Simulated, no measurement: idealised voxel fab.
The following process module bears the name voxel capacitor over wiring.
Square cell edge 5 nm, section width 300 nm, ID cut.
In this document a cross-section is written as a grid of square cells. It is given as a series of bands, listed from the top down, and a band is one or more rows of cells.
The entry gives the band's vertical extent as a top height and a bottom height in nm, then its horizontal make-up as materials from left to right, each with a width in nm. "blank" stands for empty space; a single material marked "everywhere" fills the band edge to edge.
All heights in this document are referenced to 0, defined as the level beneath which the wafer, as received, consists entirely of one material. The lowest band is not bounded below; it extends indefinitely downward and is written in the form "top 0, no bottom".
Quick explanation for "30->40": the width changes in equal steps down the rows of cells, from the first number in the band's top row to the second number in its bottom row.
Where the words "changes: none" appear for a step, the cross-section shows no cell changed by that step; every cell remained as before.
For the entry "Enclosed voids", the listed items are empty spaces with no open way to the top whose size is 8 cells or more; each item follows the pattern width x height at distance, where distance is from the left edge and all three are in nm.
It should be noted that, on the line of a given step, the content following the step's settings is a remark produced by the simulator itself with respect to that step.
A step's line can hold "overlay nm"; with a mask on that step, the setting says how far right of the planned place the mask lay, while a negative setting says it lay to the left.
Every pair from here on: before one process step, after it. The after cross-section reaches only to the lowest band that changed. Below the pair: the step in between and its settings. Pairs can belong to different runs of this module on the same starting wafer; a pair carries on from the pair above only if the entry headed "Prior to processing" says so.

Prior to processing
* top 55, bottom 35: 95 SiO2; 25 blank; 55 SiO2; 25 blank; 100 SiO2
* top 35, bottom 30: 95 SiCN; 25 blank; 55 SiCN; 25 blank; 100 SiCN
* top 30, bottom 0: SiO2 everywhere
* top 0, no bottom: Si everywhere
* Enclosed voids: none

Post-Process Section
* top 60, bottom 55: 100 TiN; 15 blank; 65 TiN; 15 blank; 105 TiN
* top 55, bottom 35: 95 SiO2; 5 TiN; 15 blank; 5 TiN; 55 SiO2; 5 TiN; 15 blank; 5 TiN; 100 SiO2
* top 35, bottom 30: 95 SiCN; 25 TiN; 55 SiCN; 25 TiN; 100 SiCN
* Beneath the level 30, the cross-section is identical to its previous state.
* Enclosed voids: none
The step occurring between the two cross-sections depicted above is identified as op CONFORMAL_DEP | material TiN | thk nm 5

Prior to processing: cross-section not repeated; it is the one shown after the step in the pair just above.

Post-Process Section
* top 65, bottom 60: W everywhere
* top 60, bottom 55: 100 TiN; 15 W; 65 TiN; 15 W; 105 TiN
* top 55, bottom 35: 95 SiO2; 5 TiN; 15 W; 5 TiN; 55 SiO2; 5 TiN; 15 W; 5 TiN; 100 SiO2
* Beneath the level 35, the cross-section is identical to its previous state.
* Enclosed voids: none
The step occurring between the two cross-sections depicted above is identified as op FILL_DEP | material W | thk nm 5

Prior to processing: cross-section not repeated; it is the one shown after the step in the pair just above.

Post-Process Section
* top 40, bottom 35: 95 SiO2; 5 TiN; 15 W; 5 TiN; 55 SiO2; 5 TiN; 15 W; 5 TiN; 100 SiO2
* Beneath the level 35, the cross-section is identical to its previous state.
* Enclosed voids: none
The step occurring between the two cross-sections depicted above is identified as op CMP | height nm 40

Prior to processing: cross-section not repeated; it is the one shown after the step in the pair just above.

Post-Process Section
* top 45, bottom 40: SiCN everywhere
* Beneath the level 40, the cross-section is identical to its previous state.
* Enclosed voids: none
The step occurring between the two cross-sections depicted above is identified as op CONFORMAL_DEP | material SiCN | thk nm 5

Prior to processing: cross-section not repeated; it is the one shown after the step in the pair just above.

Post-Process Section
* top 55, bottom 45: SiO2 everywhere
* Beneath the level 45, the cross-section is identical to its previous state.
* Enclosed voids: none
The step occurring between the two cross-sections depicted above is identified as op DIRECTIONAL_DEP | material SiO2 | thk nm 10

Prior to processing: cross-section not repeated; it is the one shown after the step in the pair just above.

Post-Process Section
* top 75, bottom 55: 105 resist; 15 blank; 180 resist
* Beneath the level 55, the cross-section is identical to its previous state.
* Enclosed voids: none
The step occurring between the two cross-sections depicted above is identified as op PATTERN | tone open | mask id PLUG_1 | material resist | width nm 15 | thk nm 20 | overlay nm 0

Prior to processing: cross-section not repeated; it is the one shown after the step in the pair just above.

Post-Process Section
* top 75, bottom 55: 105 resist; 15 blank; 180 resist
* top 55, bottom 45: 105 SiO2; 15 blank; 180 SiO2
* Beneath the level 45, the cross-section is identical to its previous state.
* Enclosed voids: none
The step occurring between the two cross-sections depicted above is identified as op DIRECTIONAL_ETCH | etch materials SiO2 | depth nm 10

Prior to processing: cross-section not repeated; it is the one shown after the step in the pair just above.

Post-Process Section
* top 75, bottom 55: 105 resist; 15 blank; 180 resist
* top 55, bottom 45: 105 SiO2; 15 blank; 180 SiO2
* top 45, bottom 40: 105 SiCN; 15 blank; 180 SiCN
* Beneath the level 40, the cross-section is identical to its previous state.
* Enclosed voids: none
The step occurring between the two cross-sections depicted above is identified as op DIRECTIONAL_ETCH | etch materials SiCN | depth nm 5

Prior to processing: cross-section not repeated; it is the one shown after the step in the pair just above.

Post-Process Section
* top 55, bottom 45: 105 SiO2; 15 blank; 180 SiO2
* Beneath the level 45, the cross-section is identical to its previous state.
* Enclosed voids: none
The step occurring between the two cross-sections depicted above is identified as op STRIP | etch materials resist

Prior to processing: cross-section not repeated; it is the one shown after the step in the pair just above.

Post-Process Section
* top 60, bottom 55: 110 TiN; 5 blank; 185 TiN
* top 55, bottom 45: 105 SiO2; 5 TiN; 5 blank; 5 TiN; 180 SiO2
* top 45, bottom 40: 105 SiCN; 15 TiN; 180 SiCN
* Beneath the level 40, the cross-section is identical to its previous state.
* Enclosed voids: none
The step occurring between the two cross-sections depicted above is identified as op CONFORMAL_DEP | material TiN | thk nm 5

Prior to processing: cross-section not repeated; it is the one shown after the step in the pair just above.

Post-Process Section
* top 70, bottom 60: Ru everywhere
* top 60, bottom 55: 110 TiN; 5 Ru; 185 TiN
* top 55, bottom 45: 105 SiO2; 5 TiN; 5 Ru; 5 TiN; 180 SiO2
* Beneath the level 45, the cross-section is identical to its previous state.
* Enclosed voids: none
The step occurring between the two cross-sections depicted above is identified as op FILL_DEP | material Ru | thk nm 10

Prior to processing: cross-section not repeated; it is the one shown after the step in the pair just above.

Post-Process Section
* top 55, bottom 45: 105 SiO2; 5 TiN; 5 Ru; 5 TiN; 180 SiO2
* Beneath the level 45, the cross-section is identical to its previous state.
* Enclosed voids: none
The step occurring between the two cross-sections depicted above is identified as op CMP | height nm 55

Prior to processing: cross-section not repeated; it is the one shown after the step in the pair just above.

Post-Process Section
* top 60, bottom 55: TiN everywhere
* Beneath the level 55, the cross-section is identical to its previous state.
* Enclosed voids: none
The step occurring between the two cross-sections depicted above is identified as op DIRECTIONAL_DEP | material TiN | thk nm 5

Prior to processing: cross-section not repeated; it is the one shown after the step in the pair just above.

Post-Process Section
* top 65, bottom 60: HfO2 everywhere
* Beneath the level 60, the cross-section is identical to its previous state.
* Enclosed voids: none
The step occurring between the two cross-sections depicted above is identified as op DIRECTIONAL_DEP | material HfO2 | thk nm 5

Prior to processing: cross-section not repeated; it is the one shown after the step in the pair just above.

Post-Process Section
* top 70, bottom 65: TiN everywhere
* Beneath the level 65, the cross-section is identical to its previous state.
* Enclosed voids: none
The step occurring between the two cross-sections depicted above is identified as op DIRECTIONAL_DEP | material TiN | thk nm 5

Prior to processing: cross-section not repeated; it is the one shown after the step in the pair just above.

Post-Process Section
* top 70, bottom 65: 105 blank; 60 TiN; 135 blank
* Beneath the level 65, the cross-section is identical to its previous state.
* Enclosed voids: none
The step occurring between the two cross-sections depicted above is identified as op MASKED_ETCH | tone cover | mask id UPPER_PLATE | width nm 60 | etch materials TiN | depth nm 5 | overlay nm 0

Prior to processing: cross-section not repeated; it is the one shown after the step in the pair just above.

Post-Process Section
* top 70, bottom 65: 105 blank; 60 TiN; 135 blank
* top 65, bottom 60: 105 blank; 60 HfO2; 135 blank
* Beneath the level 60, the cross-section is identical to its previous state.
* Enclosed voids: none
The step occurring between the two cross-sections depicted above is identified as op MASKED_ETCH | tone cover | mask id UPPER_PLATE | width nm 60 | etch materials HfO2 | depth nm 5 | overlay nm 0

Prior to processing: cross-section not repeated; it is the one shown after the step in the pair just above.

Post-Process Section
* top 70, bottom 65: 105 blank; 60 TiN; 135 blank
* top 65, bottom 60: 105 blank; 60 HfO2; 135 blank
* top 60, bottom 55: 100 blank; 70 TiN; 130 blank
* Beneath the level 55, the cross-section is identical to its previous state.
* Enclosed voids: none
The step occurring between the two cross-sections depicted above is identified as op MASKED_ETCH | tone cover | mask id LOWER_PLATE | width nm 70 | etch materials TiN | depth nm 5 | overlay nm 0

Prior to processing: cross-section not repeated; it is the one shown after the step in the pair just above.

Post-Process Section
* top 90, bottom 70: SiO2 everywhere
* top 70, bottom 65: 105 SiO2; 60 TiN; 135 SiO2
* top 65, bottom 60: 105 SiO2; 60 HfO2; 135 SiO2
* top 60, bottom 55: 100 SiO2; 70 TiN; 130 SiO2
* Beneath the level 55, the cross-section is identical to its previous state.
* Enclosed voids: none
The step occurring between the two cross-sections depicted above is identified as op FILL_DEP | material SiO2 | thk nm 20

Prior to processing: cross-section not repeated; it is the one shown after the step in the pair just above.

Post-Process Section
* top 85, bottom 70: SiO2 everywhere
* Beneath the level 70, the cross-section is identical to its previous state.
* Enclosed voids: none
The step occurring between the two cross-sections depicted above is identified as op CMP | height nm 85

Prior to processing: cross-section not repeated; it is the one shown after the step in the pair just above.

Post-Process Section
* top 85, bottom 70: 115 SiO2; 15 blank; 170 SiO2
* Beneath the level 70, the cross-section is identical to its previous state.
* Enclosed voids: none
The step occurring between the two cross-sections depicted above is identified as op MASKED_ETCH | tone open | mask id PLUG_2 | width nm 15 | etch materials SiO2 | depth nm 15 | overlay nm 0

Prior to processing: cross-section not repeated; it is the one shown after the step in the pair just above.

Post-Process Section
* top 90, bottom 85: 120 TiN; 5 blank; 175 TiN
* top 85, bottom 75: 115 SiO2; 5 TiN; 5 blank; 5 TiN; 170 SiO2
* top 75, bottom 65: 115->105 SiO2; 15->60 TiN; 170->135 SiO2
* Beneath the level 65, the cross-section is identical to its previous state.
* Enclosed voids: none
The step occurring between the two cross-sections depicted above is identified as op CONFORMAL_DEP | material TiN | thk nm 5

Prior to processing: cross-section not repeated; it is the one shown after the step in the pair just above.

Post-Process Section
* top 95, bottom 90: Ru everywhere
* top 90, bottom 85: 120 TiN; 5 Ru; 175 TiN
* top 85, bottom 75: 115 SiO2; 5 TiN; 5 Ru; 5 TiN; 170 SiO2
* Beneath the level 75, the cross-section is identical to its previous state.
* Enclosed voids: none
The step occurring between the two cross-sections depicted above is identified as op FILL_DEP | material Ru | thk nm 5

Prior to processing: cross-section not repeated; it is the one shown after the step in the pair just above.

Post-Process Section
* top 85, bottom 75: 115 SiO2; 5 TiN; 5 Ru; 5 TiN; 170 SiO2
* Beneath the level 75, the cross-section is identical to its previous state.
* Enclosed voids: none
The step occurring between the two cross-sections depicted above is identified as op CMP | height nm 85

Prior to processing: cross-section not repeated; it is the one shown after the step in the pair just above.

Post-Process Section
* top 90, bottom 85: SiCN everywhere
* Beneath the level 85, the cross-section is identical to its previous state.
* Enclosed voids: none
The step occurring between the two cross-sections depicted above is identified as op CONFORMAL_DEP | material SiCN | thk nm 5

Prior to processing
* top 60, bottom 55: TiN everywhere
* top 55, bottom 45: 105 SiO2; 5 TiN; 5 Ru; 5 TiN; 180 SiO2
* top 45, bottom 40: 105 SiCN; 15 TiN; 180 SiCN
* top 40, bottom 20: 95 SiO2; 5 TiN; 15 W; 5 TiN; 55 SiO2; 5 TiN; 15 W; 5 TiN; 100 SiO2
* top 20, bottom 15: 95 SiCN; 25 TiN; 55 SiCN; 25 TiN; 100 SiCN
* top 15, bottom 0: SiO2 everywhere
* top 0, no bottom: Si everywhere
* Enclosed voids: none

Post-Process Section
* top 65, bottom 55: TiN everywhere
* Beneath the level 55, the cross-section is identical to its previous state.
* Enclosed voids: none
The step occurring between the two cross-sections depicted above is identified as op DIRECTIONAL_DEP | material TiN | thk nm 5

Prior to processing: cross-section not repeated; it is the one shown after the step in the pair just above.

Post-Process Section
* top 70, bottom 65: HfO2 everywhere
* Beneath the level 65, the cross-section is identical to its previous state.
* Enclosed voids: none
The step occurring between the two cross-sections depicted above is identified as op DIRECTIONAL_DEP | material HfO2 | thk nm 5

Prior to processing: cross-section not repeated; it is the one shown after the step in the pair just above.

Post-Process Section
* top 70, bottom 65: 105 blank; 60 HfO2; 135 blank
* Beneath the level 65, the cross-section is identical to its previous state.
* Enclosed voids: none
The step occurring between the two cross-sections depicted above is identified as op MASKED_ETCH | tone cover | mask id UPPER_PLATE | width nm 60 | etch materials HfO2 | depth nm 5 | overlay nm 0

Prior to processing: cross-section not repeated; it is the one shown after the step in the pair just above.

Post-Process Section
* top 70, bottom 65: 105 blank; 60 HfO2; 135 blank
* top 65, bottom 60: 100 blank; 70 TiN; 130 blank
* Beneath the level 60, the cross-section is identical to its previous state.
* Enclosed voids: none
The step occurring between the two cross-sections depicted above is identified as op MASKED_ETCH | tone cover | mask id LOWER_PLATE | width nm 70 | etch materials TiN | depth nm 5 | overlay nm 0

Prior to processing: cross-section not repeated; it is the one shown after the step in the pair just above.

Post-Process Section
* top 90, bottom 70: SiO2 everywhere
* top 70, bottom 65: 105 SiO2; 60 HfO2; 135 SiO2
* top 65, bottom 60: 100 SiO2; 70 TiN; 130 SiO2
* Beneath the level 60, the cross-section is identical to its previous state.
* Enclosed voids: none
The step occurring between the two cross-sections depicted above is identified as op FILL_DEP | material SiO2 | thk nm 20

Prior to processing: cross-section not repeated; it is the one shown after the step in the pair just above.

Post-Process Section
* top 85, bottom 70: SiO2 everywhere
* Beneath the level 70, the cross-section is identical to its previous state.
* Enclosed voids: none
The step occurring between the two cross-sections depicted above is identified as op CMP | height nm 85

Prior to processing: cross-section not repeated; it is the one shown after the step in the pair just above.

Post-Process Section
* top 85, bottom 70: 115 SiO2; 15 blank; 170 SiO2
* Beneath the level 70, the cross-section is identical to its previous state.
* Enclosed voids: none
The step occurring between the two cross-sections depicted above is identified as op MASKED_ETCH | tone open | mask id PLUG_2 | width nm 15 | etch materials SiO2 | depth nm 15 | overlay nm 0

Prior to processing: cross-section not repeated; it is the one shown after the step in the pair just above.

Post-Process Section
* top 90, bottom 85: 120 TiN; 5 blank; 175 TiN
* top 85, bottom 75: 115 SiO2; 5 TiN; 5 blank; 5 TiN; 170 SiO2
* top 75, bottom 70: 115 SiO2; 15 TiN; 170 SiO2
* Beneath the level 70, the cross-section is identical to its previous state.
* Enclosed voids: none
The step occurring between the two cross-sections depicted above is identified as op CONFORMAL_DEP | material TiN | thk nm 5

Prior to processing: cross-section not repeated; it is the one shown after the step in the pair just above.

Post-Process Section
* top 95, bottom 90: Ru everywhere
* top 90, bottom 85: 120 TiN; 5 Ru; 175 TiN
* top 85, bottom 75: 115 SiO2; 5 TiN; 5 Ru; 5 TiN; 170 SiO2
* Beneath the level 75, the cross-section is identical to its previous state.
* Enclosed voids: none
The step occurring between the two cross-sections depicted above is identified as op FILL_DEP | material Ru | thk nm 5

Prior to processing: cross-section not repeated; it is the one shown after the step in the pair just above.

Post-Process Section
* top 85, bottom 75: 115 SiO2; 5 TiN; 5 Ru; 5 TiN; 170 SiO2
* Beneath the level 75, the cross-section is identical to its previous state.
* Enclosed voids: none
The step occurring between the two cross-sections depicted above is identified as op CMP | height nm 85

Prior to processing: cross-section not repeated; it is the one shown after the step in the pair just above.

Post-Process Section
* top 90, bottom 85: SiCN everywhere
* Beneath the level 85, the cross-section is identical to its previous state.
* Enclosed voids: none
The step occurring between the two cross-sections depicted above is identified as op CONFORMAL_DEP | material SiCN | thk nm 5

Prior to processing
* top 0, no bottom: Si everywhere
* Enclosed voids: none

Post-Process Section
* top 25, bottom 0: SiO2 everywhere
* Beneath the level 0, the cross-section is identical to its previous state.
* Enclosed voids: none
The step occurring between the two cross-sections depicted above is identified as op CONFORMAL_DEP | material SiO2 | thk nm 25

Prior to processing: cross-section not repeated; it is the one shown after the step in the pair just above.

Post-Process Section
* top 30, bottom 25: SiCN everywhere
* Beneath the level 25, the cross-section is identical to its previous state.
* Enclosed voids: none
The step occurring between the two cross-sections depicted above is identified as op CONFORMAL_DEP | material SiCN | thk nm 5

Prior to processing: cross-section not repeated; it is the one shown after the step in the pair just above.

Post-Process Section
* top 50, bottom 30: SiO2 everywhere
* Beneath the level 30, the cross-section is identical to its previous state.
* Enclosed voids: none
The step occurring between the two cross-sections depicted above is identified as op DIRECTIONAL_DEP | material SiO2 | thk nm 20

Prior to processing: cross-section not repeated; it is the one shown after the step in the pair just above.

Post-Process Section
* top 65, bottom 50: aC everywhere
* Beneath the level 50, the cross-section is identical to its previous state.
* Enclosed voids: none
The step occurring between the two cross-sections depicted above is identified as op DIRECTIONAL_DEP | material aC | thk nm 15

Prior to processing: cross-section not repeated; it is the one shown after the step in the pair just above.

Post-Process Section
* top 95, bottom 65: 95 resist; 25 blank; 55 resist; 25 blank; 100 resist
* Beneath the level 65, the cross-section is identical to its previous state.
* Enclosed voids: none
The step occurring between the two cross-sections depicted above is identified as op PATTERN | tone open | mask id METAL_1 | material resist | width nm 25 | pitch nm 80 | thk nm 30 | overlay nm 0

Prior to processing: cross-section not repeated; it is the one shown after the step in the pair just above.

Post-Process Section
* top 80, bottom 65: 95 resist; 25 blank; 55 resist; 25 blank; 100 resist
* top 65, bottom 50: 95 aC; 25 blank; 55 aC; 25 blank; 100 aC
* Beneath the level 50, the cross-section is identical to its previous state.
* Enclosed voids: none
The step occurring between the two cross-sections depicted above is identified as op DIRECTIONAL_ETCH | etch materials aC | depth nm 15

Prior to processing: cross-section not repeated; it is the one shown after the step in the pair just above.

Post-Process Section
* top 65, bottom 50: 95 aC; 25 blank; 55 aC; 25 blank; 100 aC
* Beneath the level 50, the cross-section is identical to its previous state.
* Enclosed voids: none
The step occurring between the two cross-sections depicted above is identified as op STRIP | etch materials resist

Prior to processing: cross-section not repeated; it is the one shown after the step in the pair just above.

Post-Process Section
* top 65, bottom 50: 95 aC; 25 blank; 55 aC; 25 blank; 100 aC
* top 50, bottom 30: 95 SiO2; 25 blank; 55 SiO2; 25 blank; 100 SiO2
* Beneath the level 30, the cross-section is identical to its previous state.
* Enclosed voids: none
The step occurring between the two cross-sections depicted above is identified as op DIRECTIONAL_ETCH | etch materials SiO2 | depth nm 20

Prior to processing: cross-section not repeated; it is the one shown after the step in the pair just above.

Post-Process Section
* top 65, bottom 50: 95 aC; 25 blank; 55 aC; 25 blank; 100 aC
* top 50, bottom 30: 95 SiO2; 25 blank; 55 SiO2; 25 blank; 100 SiO2
* top 30, bottom 25: 95 SiCN; 25 blank; 55 SiCN; 25 blank; 100 SiCN
* Beneath the level 25, the cross-section is identical to its previous state.
* Enclosed voids: none
The step occurring between the two cross-sections depicted above is identified as op DIRECTIONAL_ETCH | etch materials SiCN | depth nm 5

Prior to processing: cross-section not repeated; it is the one shown after the step in the pair just above.

Post-Process Section
* top 50, bottom 30: 95 SiO2; 25 blank; 55 SiO2; 25 blank; 100 SiO2
* Beneath the level 30, the cross-section is identical to its previous state.
* Enclosed voids: none
The step occurring between the two cross-sections depicted above is identified as op STRIP | etch materials aC

Prior to processing: cross-section not repeated; it is the one shown after the step in the pair just above.

Post-Process Section
* top 55, bottom 50: 100 TiN; 15 blank; 65 TiN; 15 blank; 105 TiN
* top 50, bottom 30: 95 SiO2; 5 TiN; 15 blank; 5 TiN; 55 SiO2; 5 TiN; 15 blank; 5 TiN; 100 SiO2
* top 30, bottom 25: 95 SiCN; 25 TiN; 55 SiCN; 25 TiN; 100 SiCN
* Beneath the level 25, the cross-section is identical to its previous state.
* Enclosed voids: none
The step occurring between the two cross-sections depicted above is identified as op CONFORMAL_DEP | material TiN | thk nm 5

Prior to processing: cross-section not repeated; it is the one shown after the step in the pair just above.

Post-Process Section
* top 60, bottom 55: W everywhere
* top 55, bottom 50: 100 TiN; 15 W; 65 TiN; 15 W; 105 TiN
* top 50, bottom 30: 95 SiO2; 5 TiN; 15 W; 5 TiN; 55 SiO2; 5 TiN; 15 W; 5 TiN; 100 SiO2
* Beneath the level 30, the cross-section is identical to its previous state.
* Enclosed voids: none
The step occurring between the two cross-sections depicted above is identified as op FILL_DEP | material W | thk nm 5

Prior to processing: cross-section not repeated; it is the one shown after the step in the pair just above.

Post-Process Section
* top 40, bottom 30: 95 SiO2; 5 TiN; 15 W; 5 TiN; 55 SiO2; 5 TiN; 15 W; 5 TiN; 100 SiO2
* Beneath the level 30, the cross-section is identical to its previous state.
* Enclosed voids: none
The step occurring between the two cross-sections depicted above is identified as op CMP | height nm 40

Prior to processing: cross-section not repeated; it is the one shown after the step in the pair just above.

Post-Process Section
* top 45, bottom 40: SiCN everywhere
* Beneath the level 40, the cross-section is identical to its previous state.
* Enclosed voids: none
The step occurring between the two cross-sections depicted above is identified as op CONFORMAL_DEP | material SiCN | thk nm 5

Prior to processing: cross-section not repeated; it is the one shown after the step in the pair just above.

Post-Process Section
* top 55, bottom 45: SiO2 everywhere
* Beneath the level 45, the cross-section is identical to its previous state.
* Enclosed voids: none
The step occurring between the two cross-sections depicted above is identified as op DIRECTIONAL_DEP | material SiO2 | thk nm 10

Prior to processing: cross-section not repeated; it is the one shown after the step in the pair just above.

Post-Process Section
* top 75, bottom 55: 105 resist; 15 blank; 180 resist
* Beneath the level 55, the cross-section is identical to its previous state.
* Enclosed voids: none
The step occurring between the two cross-sections depicted above is identified as op PATTERN | tone open | mask id PLUG_1 | material resist | width nm 15 | thk nm 20 | overlay nm 0

Prior to processing: cross-section not repeated; it is the one shown after the step in the pair just above.

Post-Process Section
* top 75, bottom 55: 105 resist; 15 blank; 180 resist
* top 55, bottom 45: 105 SiO2; 15 blank; 180 SiO2
* Beneath the level 45, the cross-section is identical to its previous state.
* Enclosed voids: none
The step occurring between the two cross-sections depicted above is identified as op DIRECTIONAL_ETCH | etch materials SiO2 | depth nm 10

Prior to processing: cross-section not repeated; it is the one shown after the step in the pair just above.

Post-Process Section
* top 75, bottom 55: 105 resist; 15 blank; 180 resist
* top 55, bottom 45: 105 SiO2; 15 blank; 180 SiO2
* top 45, bottom 40: 105 SiCN; 15 blank; 180 SiCN
* Beneath the level 40, the cross-section is identical to its previous state.
* Enclosed voids: none
The step occurring between the two cross-sections depicted above is identified as op DIRECTIONAL_ETCH | etch materials SiCN | depth nm 5

Prior to processing: cross-section not repeated; it is the one shown after the step in the pair just above.

Post-Process Section
* top 55, bottom 45: 105 SiO2; 15 blank; 180 SiO2
* Beneath the level 45, the cross-section is identical to its previous state.
* Enclosed voids: none
The step occurring between the two cross-sections depicted above is identified as op STRIP | etch materials resist

Prior to processing: cross-section not repeated; it is the one shown after the step in the pair just above.

Post-Process Section
* top 60, bottom 55: 110 TiN; 5 blank; 185 TiN
* top 55, bottom 45: 105 SiO2; 5 TiN; 5 blank; 5 TiN; 180 SiO2
* top 45, bottom 40: 105 SiCN; 15 TiN; 180 SiCN
* Beneath the level 40, the cross-section is identical to its previous state.
* Enclosed voids: none
The step occurring between the two cross-sections depicted above is identified as op CONFORMAL_DEP | material TiN | thk nm 5

Prior to processing: cross-section not repeated; it is the one shown after the step in the pair just above.

Post-Process Section
* top 70, bottom 60: Ru everywhere
* top 60, bottom 55: 110 TiN; 5 Ru; 185 TiN
* top 55, bottom 45: 105 SiO2; 5 TiN; 5 Ru; 5 TiN; 180 SiO2
* Beneath the level 45, the cross-section is identical to its previous state.
* Enclosed voids: none
The step occurring between the two cross-sections depicted above is identified as op FILL_DEP | material Ru | thk nm 10

Prior to processing: cross-section not repeated; it is the one shown after the step in the pair just above.

Post-Process Section
* top 55, bottom 45: 105 SiO2; 5 TiN; 5 Ru; 5 TiN; 180 SiO2
* Beneath the level 45, the cross-section is identical to its previous state.
* Enclosed voids: none
The step occurring between the two cross-sections depicted above is identified as op CMP | height nm 55

Prior to processing: cross-section not repeated; it is the one shown after the step in the pair just above.

Post-Process Section
* top 60, bottom 55: TiN everywhere
* Beneath the level 55, the cross-section is identical to its previous state.
* Enclosed voids: none
The step occurring between the two cross-sections depicted above is identified as op DIRECTIONAL_DEP | material TiN | thk nm 5

Prior to processing: cross-section not repeated; it is the one shown after the step in the pair just above.

Post-Process Section
* top 65, bottom 60: HfO2 everywhere
* Beneath the level 60, the cross-section is identical to its previous state.
* Enclosed voids: none
The step occurring between the two cross-sections depicted above is identified as op DIRECTIONAL_DEP | material HfO2 | thk nm 5

Prior to processing: cross-section not repeated; it is the one shown after the step in the pair just above.

Post-Process Section
* top 70, bottom 65: TiN everywhere
* Beneath the level 65, the cross-section is identical to its previous state.
* Enclosed voids: none
The step occurring between the two cross-sections depicted above is identified as op DIRECTIONAL_DEP | material TiN | thk nm 5

Prior to processing: cross-section not repeated; it is the one shown after the step in the pair just above.

Post-Process Section
* top 70, bottom 65: 105 blank; 60 TiN; 135 blank
* Beneath the level 65, the cross-section is identical to its previous state.
* Enclosed voids: none
The step occurring between the two cross-sections depicted above is identified as op MASKED_ETCH | tone cover | mask id UPPER_PLATE | width nm 60 | etch materials TiN | depth nm 5 | overlay nm 0

Prior to processing: cross-section not repeated; it is the one shown after the step in the pair just above.

Post-Process Section
* top 70, bottom 65: 105 blank; 60 TiN; 135 blank
* top 65, bottom 60: 105 blank; 60 HfO2; 135 blank
* Beneath the level 60, the cross-section is identical to its previous state.
* Enclosed voids: none
The step occurring between the two cross-sections depicted above is identified as op MASKED_ETCH | tone cover | mask id UPPER_PLATE | width nm 60 | etch materials HfO2 | depth nm 5 | overlay nm 0

Prior to processing: cross-section not repeated; it is the one shown after the step in the pair just above.

Post-Process Section
* top 70, bottom 65: 105 blank; 60 TiN; 135 blank
* top 65, bottom 60: 105 blank; 60 HfO2; 135 blank
* top 60, bottom 55: 100 blank; 70 TiN; 130 blank
* Beneath the level 55, the cross-section is identical to its previous state.
* Enclosed voids: none
The step occurring between the two cross-sections depicted above is identified as op MASKED_ETCH | tone cover | mask id LOWER_PLATE | width nm 70 | etch materials TiN | depth nm 5 | overlay nm 0

Prior to processing: cross-section not repeated; it is the one shown after the step in the pair just above.

Post-Process Section
* top 90, bottom 70: SiO2 everywhere
* top 70, bottom 65: 105 SiO2; 60 TiN; 135 SiO2
* top 65, bottom 60: 105 SiO2; 60 HfO2; 135 SiO2
* top 60, bottom 55: 100 SiO2; 70 TiN; 130 SiO2
* Beneath the level 55, the cross-section is identical to its previous state.
* Enclosed voids: none
The step occurring between the two cross-sections depicted above is identified as op FILL_DEP | material SiO2 | thk nm 20

Prior to processing: cross-section not repeated; it is the one shown after the step in the pair just above.

Post-Process Section
* top 85, bottom 70: SiO2 everywhere
* Beneath the level 70, the cross-section is identical to its previous state.
* Enclosed voids: none
The step occurring between the two cross-sections depicted above is identified as op CMP | height nm 85

Prior to processing: cross-section not repeated; it is the one shown after the step in the pair just above.

Post-Process Section
* top 85, bottom 70: 115 SiO2; 15 blank; 170 SiO2
* Beneath the level 70, the cross-section is identical to its previous state.
* Enclosed voids: none
The step occurring between the two cross-sections depicted above is identified as op MASKED_ETCH | tone open | mask id PLUG_2 | width nm 15 | etch materials SiO2 | depth nm 15 | overlay nm 0

Prior to processing: cross-section not repeated; it is the one shown after the step in the pair just above.

Post-Process Section
* top 90, bottom 85: 120 TiN; 5 blank; 175 TiN
* top 85, bottom 75: 115 SiO2; 5 TiN; 5 blank; 5 TiN; 170 SiO2
* top 75, bottom 65: 115->105 SiO2; 15->60 TiN; 170->135 SiO2
* Beneath the level 65, the cross-section is identical to its previous state.
* Enclosed voids: none
The step occurring between the two cross-sections depicted above is identified as op CONFORMAL_DEP | material TiN | thk nm 5

Prior to processing: cross-section not repeated; it is the one shown after the step in the pair just above.

Post-Process Section
* top 95, bottom 90: Ru everywhere
* top 90, bottom 85: 120 TiN; 5 Ru; 175 TiN
* top 85, bottom 75: 115 SiO2; 5 TiN; 5 Ru; 5 TiN; 170 SiO2
* Beneath the level 75, the cross-section is identical to its previous state.
* Enclosed voids: none
The step occurring between the two cross-sections depicted above is identified as op FILL_DEP | material Ru | thk nm 5

Prior to processing: cross-section not repeated; it is the one shown after the step in the pair just above.

Post-Process Section
* top 85, bottom 75: 115 SiO2; 5 TiN; 5 Ru; 5 TiN; 170 SiO2
* Beneath the level 75, the cross-section is identical to its previous state.
* Enclosed voids: none
The step occurring between the two cross-sections depicted above is identified as op CMP | height nm 85

Prior to processing: cross-section not repeated; it is the one shown after the step in the pair just above.

Post-Process Section
* top 90, bottom 85: SiCN everywhere
* Beneath the level 85, the cross-section is identical to its previous state.
* Enclosed voids: none
The step occurring between the two cross-sections depicted above is identified as op CONFORMAL_DEP | material SiCN | thk nm 5

Prior to processing
* top 70, bottom 65: TiN everywhere
* top 65, bottom 60: HfO2 everywhere
* top 60, bottom 55: TiN everywhere
* top 55, bottom 45: 105 SiO2; 5 TiN; 5 Ru; 5 TiN; 180 SiO2
* top 45, bottom 40: 105 SiCN; 15 TiN; 180 SiCN
* top 40, bottom 20: 95 SiO2; 5 TiN; 15 W; 5 TiN; 55 SiO2; 5 TiN; 15 W; 5 TiN; 100 SiO2
* top 20, bottom 15: 95 SiCN; 25 TiN; 55 SiCN; 25 TiN; 100 SiCN
* top 15, bottom 0: SiO2 everywhere
* top 0, no bottom: Si everywhere
* Enclosed voids: none

Post-Process Section
* top 70, bottom 65: 110 blank; 55 TiN; 135 blank
* Beneath the level 65, the cross-section is identical to its previous state.
* Enclosed voids: none
The step occurring between the two cross-sections depicted above is identified as op MASKED_ETCH | tone cover | mask id UPPER_PLATE | width nm 55 | etch materials TiN | depth nm 5 | overlay nm 0

Prior to processing: cross-section not repeated; it is the one shown after the step in the pair just above.

Post-Process Section
* top 70, bottom 65: 110 blank; 55 TiN; 135 blank
* top 65, bottom 60: 105 blank; 60 HfO2; 135 blank
* Beneath the level 60, the cross-section is identical to its previous state.
* Enclosed voids: none
The step occurring between the two cross-sections depicted above is identified as op MASKED_ETCH | tone cover | mask id UPPER_PLATE | width nm 60 | etch materials HfO2 | depth nm 5 | overlay nm 0
